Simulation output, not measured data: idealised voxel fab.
Process module name: voxel lift off
295 nm wide, 5 nm square cells: that's cross-section cut.
Square cells in a grid make up a cross-section in this document, and the grid is given as bands, listed from the top down, each one or more rows of cells.
Per band: top height and bottom height in nm, followed by the left-to-right materials and their widths in nm; "full width" marks a single material spanning edge to edge, "air" marks empty space.
Ref level 0: as-received wafer is one material below here. Bottom band extends down with no lower bound ("0..down").
A width such as "30 to 40" changes by the same amount from each row of cells to the next, from the band's top row to its bottom row.
Where the words "no modification" appear for a step, the cross-section shows no cell changed by that step; every cell remained as before.
The label "Voids, enclosed" introduces a list of the empty spaces, 8 cells or larger, that have no open way up to the top; each entry in it reads width x height at distance, where the distance is taken from the left edge and all three are stated in nm.
The remark found on a step's line after its settings is issued by the simulator itself and pertains to that step.
overlay nm: right-of-plan distance of the mask on a masked step; negative values mean left-of-plan.
-- Planned step list for the process
1. RECEIVE, material Si
2. CONFORMAL_DEP, material SiN, thk nm 15
3. PATTERN, tone open, mask id LINES, material resist, width nm 20, pitch nm 35, thk nm 30, overlay nm 0
4. DIRECTIONAL_DEP, material Ru, thk nm 15
5. STRIP, etch materials resist
6. CONFORMAL_DEP, material SiN, thk nm 5
-- Shown in cross-section is the wafer as received, that is, as it stands after step 1
* 0..down | Si full width
* Voids, enclosed: none
-- Look at the cross-section after the module: the wafer started out the way shown above and the plan was the one shown above, yet one mistake was made along the way
* 45..40 | 115 nm air, then 30 nm SiN, then 5 nm air, then 30 nm SiN, then 115 nm air
* 40..20 | 115 nm air, then 5 nm SiN, then 20 nm Ru, then 5 nm SiN, then 5 nm air, then 5 nm SiN, then 20 nm Ru, then 5 nm SiN, then 115 nm air
* 20..15 | 120 nm SiN, then 20 nm Ru, then 15 nm SiN, then 20 nm Ru, then 120 nm SiN
* 15..0 | SiN full width
* 0..down | Si full width
* Voids, enclosed: none
What broke from the plan during processing? step 4 was processed under conditions differing from the plan, specifically as DIRECTIONAL_DEP, material Ru, thk nm 25
